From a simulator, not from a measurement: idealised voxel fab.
The following process module bears the name voxel wiring stack.
Cross-section cut: width 255 nm, square cells of 5 nm.
This document writes a cross-section as a grid whose cells are square, and gives it as bands, listed from the top down; one or more rows of cells form a band.
What a band's entry tells you: where the top is and where the bottom is, as heights in nm, and after that what lies inside, material by material from left to right, each with its width in nm. Empty space is written as the word "empty", and a single material marked with the word "everywhere" occupies the band from edge to edge.
Ref level 0: as-received wafer is one material below here. Bottom band extends down with no lower bound ("from 0 down").
Top row gets the first number, bottom row gets the second, and each row in between changes by the same step: that is how a band width like "30->40" works.
A step reported as "left unchanged" is a step in which no cell of the cross-section changed.
"Closed void register" specifies each empty space that is not open to the top and that occupies no fewer than 8 cells, using the form width x height at distance, the distance measured from the left edge and all three quantities in nm.
The remark found on a step's line after its settings is issued by the simulator itself and pertains to that step.
"overlay nm" answers the question of how far to the right of plan the mask lay on a step that has a mask, and when it is negative the answer is to the left.

# Intended process steps
1,RECEIVE | material Si
2,CONFORMAL_DEP | material SiO2 | thk nm 15
3,DIRECTIONAL_DEP | material TiN | thk nm 5
4,DIRECTIONAL_DEP | material Ru | thk nm 20
5,MASKED_ETCH | tone cover | mask id METAL_1 | width nm 30 | pitch nm 60 | etch materials Ru | depth nm 20 | overlay nm 0
6,MASKED_ETCH | tone cover | mask id METAL_1 | width nm 30 | pitch nm 60 | etch materials TiN | depth nm 5 | overlay nm 0
7,CONFORMAL_DEP | material SiN | thk nm 5
8,FILL_DEP | material SiO2 | thk nm 10
9,CMP | height nm 40
10,CONFORMAL_DEP | material SiCN | thk nm 5
11,DIRECTIONAL_DEP | material lowk | thk nm 30
12,PATTERN | tone open | mask id METAL_2 | material resist | width nm 30 | pitch nm 60 | thk nm 15 | overlay nm 0
13,DIRECTIONAL_ETCH | etch materials lowk | depth nm 20
14,STRIP | etch materials resist
15,MASKED_ETCH | tone open | mask id METAL_2_HOLES | width nm 15 | pitch nm 120 | etch materials lowk | depth nm 10 | overlay nm 0
16,MASKED_ETCH | tone open | mask id METAL_2_HOLES | width nm 15 | pitch nm 120 | etch materials SiCN | depth nm 5 | overlay nm 0
17,CONFORMAL_DEP | material TiN | thk nm 5
18,FILL_DEP | material Cu | thk nm 5
19,CMP | height nm 75
20,CONFORMAL_DEP | material SiCN | thk nm 5
21,DIRECTIONAL_DEP | material SiO2 | thk nm 30
22,MASKED_ETCH | tone open | mask id METAL_3 | width nm 30 | pitch nm 60 | etch materials SiO2 | depth nm 15 | overlay nm 0
23,MASKED_ETCH | tone open | mask id METAL_3_HOLES | width nm 15 | pitch nm 120 | etch materials SiO2 | depth nm 15 | overlay nm 0
24,MASKED_ETCH | tone open | mask id METAL_3_HOLES | width nm 15 | pitch nm 120 | etch materials SiCN | depth nm 5 | overlay nm 0
25,CONFORMAL_DEP | material TiN | thk nm 5
26,FILL_DEP | material Cu | thk nm 10
27,CMP | height nm 110
28,CONFORMAL_DEP | material SiCN | thk nm 5
29,DIRECTIONAL_DEP | material SiO2 | thk nm 30
30,PATTERN | tone open | mask id METAL_4 | material resist | width nm 30 | pitch nm 60 | thk nm 15 | overlay nm 0
31,DIRECTIONAL_ETCH | etch materials SiO2 | depth nm 15
32,STRIP | etch materials resist
33,MASKED_ETCH | tone open | mask id METAL_4_HOLES | width nm 15 | pitch nm 60 | etch materials SiO2 | depth nm 15 | overlay nm 0
34,MASKED_ETCH | tone open | mask id METAL_4_HOLES | width nm 15 | pitch nm 60 | etch materials SiCN | depth nm 5 | overlay nm 0
35,CONFORMAL_DEP | material TiN | thk nm 5
36,FILL_DEP | material Cu | thk nm 10
37,CMP | height nm 145
38,CONFORMAL_DEP | material SiN | thk nm 5

# So this is the incoming wafer in cross-section - it's already been through step 1
	from 0 down: Si everywhere
	Closed void register: none

# Look at the cross-section after the module: the wafer started out the way shown above and the plan was the one shown above, yet one mistake was made along the way
	from 150 to 145: SiN everywhere
	from 145 to 135: 20 nm SiO2, then 5 nm TiN, then 20 nm Cu, then 5 nm TiN, then 30 nm SiO2, then 5 nm TiN, then 20 nm Cu, then 5 nm TiN, then 30 nm SiO2, then 5 nm TiN, then 20 nm Cu, then 5 nm TiN, then 30 nm SiO2, then 5 nm TiN, then 20 nm Cu, then 5 nm TiN, then 25 nm SiO2
	from 135 to 130: 20 nm SiO2, then 5 nm TiN, then 5 nm Cu, then 20 nm TiN, then 30 nm SiO2, then 5 nm TiN, then 5 nm Cu, then 20 nm TiN, then 30 nm SiO2, then 5 nm TiN, then 5 nm Cu, then 20 nm TiN, then 30 nm SiO2, then 5 nm TiN, then 5 nm Cu, then 20 nm TiN, then 25 nm SiO2
	from 130 to 115: 20 nm SiO2, then 5 nm TiN, then 5 nm Cu, then 5 nm TiN, then 45 nm SiO2, then 5 nm TiN, then 5 nm Cu, then 5 nm TiN, then 45 nm SiO2, then 5 nm TiN, then 5 nm Cu, then 5 nm TiN, then 45 nm SiO2, then 5 nm TiN, then 5 nm Cu, then 5 nm TiN, then 40 nm SiO2
	from 115 to 110: 20 nm SiCN, then 15 nm TiN, then 45 nm SiCN, then 15 nm TiN, then 45 nm SiCN, then 15 nm TiN, then 45 nm SiCN, then 15 nm TiN, then 40 nm SiCN
	from 110 to 100: 20 nm SiO2, then 5 nm TiN, then 20 nm Cu, then 5 nm TiN, then 30 nm SiO2, then 5 nm TiN, then 20 nm Cu, then 5 nm TiN, then 30 nm SiO2, then 5 nm TiN, then 20 nm Cu, then 5 nm TiN, then 30 nm SiO2, then 5 nm TiN, then 20 nm Cu, then 5 nm TiN, then 25 nm SiO2
	from 100 to 95: 20 nm SiO2, then 5 nm TiN, then 5 nm Cu, then 20 nm TiN, then 30 nm SiO2, then 30 nm TiN, then 30 nm SiO2, then 5 nm TiN, then 5 nm Cu, then 20 nm TiN, then 30 nm SiO2, then 30 nm TiN, then 25 nm SiO2
	from 95 to 90: 20 nm SiO2, then 15 nm TiN, then 105 nm SiO2, then 15 nm TiN, then 100 nm SiO2
	from 90 to 80: SiO2 everywhere
	from 80 to 75: SiCN everywhere
	from 75 to 60: 20 nm lowk, then 5 nm TiN, then 20 nm Cu, then 5 nm TiN, then 30 nm lowk, then 5 nm TiN, then 20 nm Cu, then 5 nm TiN, then 30 nm lowk, then 5 nm TiN, then 20 nm Cu, then 5 nm TiN, then 30 nm lowk, then 5 nm TiN, then 20 nm Cu, then 5 nm TiN, then 25 nm lowk
	from 60 to 55: 20 nm lowk, then 5 nm TiN, then 5 nm Cu, then 20 nm TiN, then 30 nm lowk, then 30 nm TiN, then 30 nm lowk, then 5 nm TiN, then 5 nm Cu, then 20 nm TiN, then 30 nm lowk, then 30 nm TiN, then 25 nm lowk
	from 55 to 45: 20 nm lowk, then 5 nm TiN, then 5 nm Cu, then 5 nm TiN, then 105 nm lowk, then 5 nm TiN, then 5 nm Cu, then 5 nm TiN, then 100 nm lowk
	from 45 to 40: 20 nm SiCN, then 15 nm TiN, then 105 nm SiCN, then 15 nm TiN, then 100 nm SiCN
	from 40 to 20: 15 nm SiO2, then 5 nm SiN, then 30 nm Ru, then 5 nm SiN, then 20 nm SiO2, then 5 nm SiN, then 30 nm Ru, then 5 nm SiN, then 20 nm SiO2, then 5 nm SiN, then 30 nm Ru, then 5 nm SiN, then 20 nm SiO2, then 5 nm SiN, then 30 nm Ru, then 5 nm SiN, then 20 nm SiO2
	from 20 to 15: 20 nm SiN, then 30 nm TiN, then 30 nm SiN, then 30 nm TiN, then 30 nm SiN, then 30 nm TiN, then 30 nm SiN, then 30 nm TiN, then 25 nm SiN
	from 15 to 0: SiO2 everywhere
	from 0 down: Si everywhere
	Closed void register: none
Plan not followed: step 23 was processed under conditions differing from the plan, specifically as MASKED_ETCH | tone open | mask id METAL_3_HOLES | width nm 15 | pitch nm 120 | etch materials SiO2 | depth nm 5 | overlay nm 0
